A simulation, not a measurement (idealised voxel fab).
A process module follows: voxel gate over fins.
Cross-section cut spans 280 nm and uses square cells 5 nm in size.
Heads up, the way a cross-section reads in here is a grid of square cells, handed over as bands from the top down, with every band being one or more rows of cells.
Look at the band entry: it leads with the top's height and the bottom's height in nm. Then it lists the materials left to right, with a width in nm for each. The word "full width" on a single material says that material fills the band edge to edge. The word "empty" is empty space.
Beneath 0, the wafer as received is one material, and that level is where height counting begins. The lowest band goes on downward without a bottom; it is written like "z 0 and below".
A two-number width, for instance "30 to 40", indicates that the width is equal to the first number in the top row of the band and to the second number in the bottom row, and that it changes by a constant amount per row of cells.
Basically "nothing different" means that step didn't change any cell in the cross-section.
Closed-off voids of 8+ cells (no open route to the top) go in "Sealed-off cavities", written width x height at distance from the left edge, in nm.
The remark found on a step's line after its settings is issued by the simulator itself and pertains to that step.
If you see "overlay nm" on a step's line and that step has a mask, it's telling you how far right of where it was planned the mask ended up; a negative number means it went left instead.

[Process steps - plan]
- 1: RECEIVE (material Si)
- 2: CONFORMAL_DEP (material SiN; thk nm 10)
- 3: MASKED_ETCH (tone cover; mask id FINS; width nm 15; pitch nm 55; etch materials SiN; depth nm 10; overlay nm 0)
- 4: MASKED_ETCH (tone cover; mask id FINS; width nm 15; pitch nm 55; etch materials Si; depth nm 30; overlay nm 0)
- 5: OXIDIZE (depth nm 5)
- 6: FILL_DEP (material SiO2; thk nm 5)
- 7: CMP (height nm 10)
- 8: PATTERN (tone open; mask id RAIL; material resist; width nm 15; thk nm 15; overlay nm 0)
- 9: DIRECTIONAL_ETCH (etch materials SiO2; depth nm 35)
- 10: STRIP (etch materials resist)
- 11: CONFORMAL_DEP (material TiN; thk nm 5)
- 12: FILL_DEP (material Ru; thk nm 10)
- 13: CMP (height nm 10)
- 14: SELECTIVE_ETCH (etch materials W Ru TiN; depth nm 25)
- 15: FILL_DEP (material SiO2; thk nm 5)
- 16: CMP (height nm 10)
- 17: SELECTIVE_ETCH (etch materials SiO2; depth nm 20)
- 18: STRIP (etch materials SiN)
- 19: CONFORMAL_DEP (material HfO2; thk nm 5)
- 20: CONFORMAL_DEP (material TiN; thk nm 5)
- 21: FILL_DEP (material W; thk nm 10)
- 22: CMP (height nm 15)
- 23: CONFORMAL_DEP (material SiN; thk nm 5)

[Wafer cross-section on receipt, i.e. after step 1]
* z 0 and below = Si full width
* Sealed-off cavities: none

[Cross-sectional image of the first of two wafers at the end of the module, the run having proceeded as planned]
* z 20 to 15 = SiN full width
* z 15 to 10 = W full width
* z 10 to 5 = 45 W, then 25 TiN, then 30 W, then 25 TiN, then 30 W, then 25 TiN, then 30 W, then 25 TiN, then 45 W
* z 5 to 0 = 45 W, then 5 TiN, then 15 HfO2, then 5 TiN, then 30 W, then 5 TiN, then 15 HfO2, then 5 TiN, then 30 W, then 5 TiN, then 15 HfO2, then 5 TiN, then 30 W, then 5 TiN, then 15 HfO2, then 5 TiN, then 45 W
* z 0 to -5 = 50 TiN, then 5 HfO2, then 5 Si, then 5 HfO2, then 40 TiN, then 5 HfO2, then 5 Si, then 5 HfO2, then 40 TiN, then 5 HfO2, then 5 Si, then 5 HfO2, then 40 TiN, then 5 HfO2, then 5 Si, then 5 HfO2, then 50 TiN
* z -5 to -10 = 55 HfO2, then 5 Si, then 50 HfO2, then 5 Si, then 50 HfO2, then 5 Si, then 50 HfO2, then 5 Si, then 55 HfO2
* z -10 to -15 = 55 SiO2, then 5 Si, then 50 SiO2, then 5 Si, then 50 SiO2, then 5 Si, then 50 SiO2, then 5 Si, then 55 SiO2
* z -15 to -20 = 55 SiO2, then 5 Si, then 15 SiO2, then 5 TiN, then 5 Ru, then 5 TiN, then 20 SiO2, then 5 Si, then 50 SiO2, then 5 Si, then 50 SiO2, then 5 Si, then 55 SiO2
* z -20 to -25 = 55 SiO2, then 5 Si, then 15 SiO2, then 15 TiN, then 20 SiO2, then 5 Si, then 50 SiO2, then 5 Si, then 50 SiO2, then 5 Si, then 55 SiO2
* z -25 to -35 = 55 SiO2, then 5 Si, then 50 SiO2, then 5 Si, then 50 SiO2, then 5 Si, then 50 SiO2, then 5 Si, then 55 SiO2
* z -35 and below = Si full width
* Sealed-off cavities: none

[Cross-sectional view of the second of two wafers upon completion of the module. This wafer shared its starting condition and process plan with the first; one error was made during its execution]
* z 20 to 15 = SiN full width
* z 15 to 10 = W full width
* z 10 to 5 = 45 W, then 25 TiN, then 30 W, then 25 TiN, then 30 W, then 25 TiN, then 30 W, then 25 TiN, then 45 W
* z 5 to 0 = 45 W, then 5 TiN, then 15 HfO2, then 5 TiN, then 30 W, then 5 TiN, then 15 HfO2, then 5 TiN, then 30 W, then 5 TiN, then 15 HfO2, then 5 TiN, then 30 W, then 5 TiN, then 15 HfO2, then 5 TiN, then 45 W
* z 0 to -5 = 50 TiN, then 5 HfO2, then 5 Si, then 5 HfO2, then 40 TiN, then 5 HfO2, then 5 Si, then 5 HfO2, then 40 TiN, then 5 HfO2, then 5 Si, then 5 HfO2, then 40 TiN, then 5 HfO2, then 5 Si, then 5 HfO2, then 50 TiN
* z -5 to -10 = 55 HfO2, then 5 Si, then 50 HfO2, then 5 Si, then 50 HfO2, then 5 Si, then 50 HfO2, then 5 Si, then 55 HfO2
* z -10 to -15 = 55 SiO2, then 5 Si, then 50 SiO2, then 5 Si, then 50 SiO2, then 5 Si, then 50 SiO2, then 5 Si, then 55 SiO2
* z -15 to -20 = 55 SiO2, then 5 Si, then 20 SiO2, then 5 TiN, then 5 Ru, then 5 TiN, then 15 SiO2, then 5 Si, then 50 SiO2, then 5 Si, then 50 SiO2, then 5 Si, then 55 SiO2
* z -20 to -25 = 55 SiO2, then 5 Si, then 20 SiO2, then 15 TiN, then 15 SiO2, then 5 Si, then 50 SiO2, then 5 Si, then 50 SiO2, then 5 Si, then 55 SiO2
* z -25 to -35 = 55 SiO2, then 5 Si, then 50 SiO2, then 5 Si, then 50 SiO2, then 5 Si, then 50 SiO2, then 5 Si, then 55 SiO2
* z -35 and below = Si full width
* Sealed-off cavities: none
Deviation from plan: step 8: run off-plan, actual operation and settings PATTERN (tone open; mask id RAIL; material resist; width nm 15; thk nm 15; overlay nm 5)
In the final comparison it is observed that the number of cells assigned to each material is identical for the two wafers, whereas their placement is not.
